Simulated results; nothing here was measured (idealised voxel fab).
process module | voxel air gaps
FYI the section here is cut, 215 nm wide, cells are 5 nm squares.
Heads up, the way a cross-section reads in here is a grid of square cells, handed over as bands from the top down, with every band being one or more rows of cells.
Each band's line starts with the height of the band's top and of its bottom, in nm. Then come its materials from left to right, each with its width in nm. One material with "everywhere" fills the band from edge to edge. "air" is empty space.
Heights are expressed relative to 0, this being the level below which the as-received wafer comprises one material exclusively. The lowest band is unbounded in the downward direction and is denoted as in "z 0 and below".
A width such as "30..40" changes by the same amount from each row of cells to the next, from the band's top row to its bottom row.
Reading "no alterations made" for a step: not a cell of the cross-section changed in it.
In "Cavities, closed" the enclosed voids are listed, meaning empty spaces of 8 cells or larger without any opening to the top. The form is width x height at distance, distance from the left edge, units nm.
Formally, on a step line, whatever follows the settings is a remark that the simulator itself makes on the step.
"overlay nm" answers the question of how far to the right of plan the mask lay on a step that has a mask, and when it is negative the answer is to the left.

THE STEPS PLANNED FOR THE PROCESS ARE AS FOLLOWS
1,RECEIVE, material Si
2,CONFORMAL_DEP, material SiO2, thk nm 10
3,CONFORMAL_DEP, material SiN, thk nm 5
4,DIRECTIONAL_DEP, material SiO2, thk nm 40
5,DIRECTIONAL_DEP, material aC, thk nm 10
6,PATTERN, tone open, mask id LINES, material resist, width nm 20, pitch nm 45, thk nm 25, overlay nm 0
7,DIRECTIONAL_ETCH, etch materials aC, depth nm 10
8,STRIP, etch materials resist
9,DIRECTIONAL_ETCH, etch materials SiO2, depth nm 40
10,STRIP, etch materials aC
11,CONFORMAL_DEP, material TiN, thk nm 5
12,FILL_DEP, material Ru, thk nm 5
13,CMP, height nm 55
14,EPI, material Ru, thk nm 10
15,SELECTIVE_ETCH, etch materials SiO2, depth nm 50
16,CONFORMAL_DEP, material SiN, thk nm 5

FIRST OUT OF TWO WAFERS; RUN WENT TO PLAN

INCOMING WAFER, CROSS-SECTIONAL VIEW, POST STEP 1
	z 0 and below  Si everywhere
	Cavities, closed: none

TAKE A LOOK AT THE WAFER'S CROSS-SECTION AFTER STEP 2
	z 10 to 0  SiO2 everywhere
	Unchanged below 0.

TAKE A LOOK AT THE WAFER'S CROSS-SECTION AFTER STEP 3
	z 15 to 10  SiN everywhere
	Unchanged below 10.

TAKE A LOOK AT THE WAFER'S CROSS-SECTION AFTER STEP 4
	z 55 to 15  SiO2 everywhere
	Unchanged below 15.

TAKE A LOOK AT THE WAFER'S CROSS-SECTION AFTER STEP 5
	z 65 to 55  aC everywhere
	Unchanged below 55.

TAKE A LOOK AT THE WAFER'S CROSS-SECTION AFTER STEP 6
	z 90 to 65  resist (30), air (20), resist (25), air (20), resist (25), air (20), resist (25), air (20), resist (30)
	Unchanged below 65.

TAKE A LOOK AT THE WAFER'S CROSS-SECTION AFTER STEP 7
	z 80 to 65  resist (30), air (20), resist (25), air (20), resist (25), air (20), resist (25), air (20), resist (30)
	z 65 to 55  aC (30), air (20), aC (25), air (20), aC (25), air (20), aC (25), air (20), aC (30)
	Unchanged below 55.

TAKE A LOOK AT THE WAFER'S CROSS-SECTION AFTER STEP 8
	z 65 to 55  aC (30), air (20), aC (25), air (20), aC (25), air (20), aC (25), air (20), aC (30)
	Unchanged below 55.

TAKE A LOOK AT THE WAFER'S CROSS-SECTION AFTER STEP 9
	z 65 to 55  aC (30), air (20), aC (25), air (20), aC (25), air (20), aC (25), air (20), aC (30)
	z 55 to 15  SiO2 (30), air (20), SiO2 (25), air (20), SiO2 (25), air (20), SiO2 (25), air (20), SiO2 (30)
	Unchanged below 15.

TAKE A LOOK AT THE WAFER'S CROSS-SECTION AFTER STEP 10
	z 55 to 15  SiO2 (30), air (20), SiO2 (25), air (20), SiO2 (25), air (20), SiO2 (25), air (20), SiO2 (30)
	Unchanged below 15.

TAKE A LOOK AT THE WAFER'S CROSS-SECTION AFTER STEP 11
	z 60 to 55  TiN (35), air (10), TiN (35), air (10), TiN (35), air (10), TiN (35), air (10), TiN (35)
	z 55 to 20  SiO2 (30), TiN (5), air (10), TiN (5), SiO2 (25), TiN (5), air (10), TiN (5), SiO2 (25), TiN (5), air (10), TiN (5), SiO2 (25), TiN (5), air (10), TiN (5), SiO2 (30)
	z 20 to 15  SiO2 (30), TiN (20), SiO2 (25), TiN (20), SiO2 (25), TiN (20), SiO2 (25), TiN (20), SiO2 (30)
	Unchanged below 15.

TAKE A LOOK AT THE WAFER'S CROSS-SECTION AFTER STEP 12
	z 65 to 60  Ru everywhere
	z 60 to 55  TiN (35), Ru (10), TiN (35), Ru (10), TiN (35), Ru (10), TiN (35), Ru (10), TiN (35)
	z 55 to 20  SiO2 (30), TiN (5), Ru (10), TiN (5), SiO2 (25), TiN (5), Ru (10), TiN (5), SiO2 (25), TiN (5), Ru (10), TiN (5), SiO2 (25), TiN (5), Ru (10), TiN (5), SiO2 (30)
	Unchanged below 20.

TAKE A LOOK AT THE WAFER'S CROSS-SECTION AFTER STEP 13
	z 55 to 20  SiO2 (30), TiN (5), Ru (10), TiN (5), SiO2 (25), TiN (5), Ru (10), TiN (5), SiO2 (25), TiN (5), Ru (10), TiN (5), SiO2 (25), TiN (5), Ru (10), TiN (5), SiO2 (30)
	Unchanged below 20.

TAKE A LOOK AT THE WAFER'S CROSS-SECTION AFTER STEP 14
	z 65 to 55  air (20), Ru (40), air (5), Ru (40), air (5), Ru (40), air (5), Ru (40), air (20)
	Unchanged below 55.

TAKE A LOOK AT THE WAFER'S CROSS-SECTION AFTER STEP 15
	z 65 to 55  air (20), Ru (40), air (5), Ru (40), air (5), Ru (40), air (5), Ru (40), air (20)
	z 55 to 20  air (30), TiN (5), Ru (10), TiN (5), air (25), TiN (5), Ru (10), TiN (5), air (25), TiN (5), Ru (10), TiN (5), air (25), TiN (5), Ru (10), TiN (5), air (30)
	z 20 to 15  air (30), TiN (20), air (25), TiN (20), air (25), TiN (20), air (25), TiN (20), air (30)
	Unchanged below 15.

TAKE A LOOK AT THE WAFER'S CROSS-SECTION AFTER STEP 16
	z 70 to 65  air (15), SiN (185), air (15)
	z 65 to 55  air (15), SiN (5), Ru (40), SiN (5), Ru (40), SiN (5), Ru (40), SiN (5), Ru (40), SiN (5), air (15)
	z 55 to 50  air (15), SiN (15), TiN (5), Ru (10), TiN (5), SiN (25), TiN (5), Ru (10), TiN (5), SiN (25), TiN (5), Ru (10), TiN (5), SiN (25), TiN (5), Ru (10), TiN (5), SiN (15), air (15)
	z 50 to 20  air (25), SiN (5), TiN (5), Ru (10), TiN (5), SiN (5), air (15), SiN (5), TiN (5), Ru (10), TiN (5), SiN (5), air (15), SiN (5), TiN (5), Ru (10), TiN (5), SiN (5), air (15), SiN (5), TiN (5), Ru (10), TiN (5), SiN (5), air (25)
	z 20 to 15  SiN (30), TiN (20), SiN (25), TiN (20), SiN (25), TiN (20), SiN (25), TiN (20), SiN (30)
	Unchanged below 15.
	Cavities, closed: 15 x 30 at 55; 15 x 30 at 100; 15 x 30 at 145

REGARDING THE SECOND OF THE TWO WAFERS: IT SHARED THE FIRST WAFER'S STARTING CONDITION AND PROCESS PLAN, YET ONE ERROR OCCURRED DURING ITS EXECUTION. ITS HISTORY COINCIDES WITH THAT OF THE FIRST WAFER UP TO AND INCLUDING STEP 13

SECOND WAFER, SECTION VIEW, TIME POINT: SCHEDULED END OF STEP 14
	z 75 to 55  air (10), Ru (195), air (10)
	Unchanged below 55.

SECOND WAFER, SECTION VIEW, TIME POINT: SCHEDULED END OF STEP 15
	z 75 to 55  air (10), Ru (195), air (10)
	z 55 to 20  air (30), TiN (5), Ru (10), TiN (5), SiO2 (25), TiN (5), Ru (10), TiN (5), SiO2 (25), TiN (5), Ru (10), TiN (5), SiO2 (25), TiN (5), Ru (10), TiN (5), air (30)
	z 20 to 15  air (30), TiN (20), SiO2 (25), TiN (20), SiO2 (25), TiN (20), SiO2 (25), TiN (20), air (30)
	Unchanged below 15.

SECOND WAFER, SECTION VIEW, TIME POINT: SCHEDULED END OF STEP 16
	z 80 to 75  air (5), SiN (205), air (5)
	z 75 to 55  air (5), SiN (5), Ru (195), SiN (5), air (5)
	z 55 to 50  air (5), SiN (25), TiN (5), Ru (10), TiN (5), SiO2 (25), TiN (5), Ru (10), TiN (5), SiO2 (25), TiN (5), Ru (10), TiN (5), SiO2 (25), TiN (5), Ru (10), TiN (5), SiN (25), air (5)
	z 50 to 20  air (25), SiN (5), TiN (5), Ru (10), TiN (5), SiO2 (25), TiN (5), Ru (10), TiN (5), SiO2 (25), TiN (5), Ru (10), TiN (5), SiO2 (25), TiN (5), Ru (10), TiN (5), SiN (5), air (25)
	z 20 to 15  SiN (30), TiN (20), SiO2 (25), TiN (20), SiO2 (25), TiN (20), SiO2 (25), TiN (20), SiN (30)
	Unchanged below 15.
Deviation noted in wafer processing: heads up, step 14 of the plan got done twice
Once processing is complete, comparing cell counts shows that the second wafer has more or fewer of certain materials than the first: Ru +92 | SiN -60 | SiO2 +120
On completion, 0 closed voids are found in the second wafer, whereas the first wafer has 3.
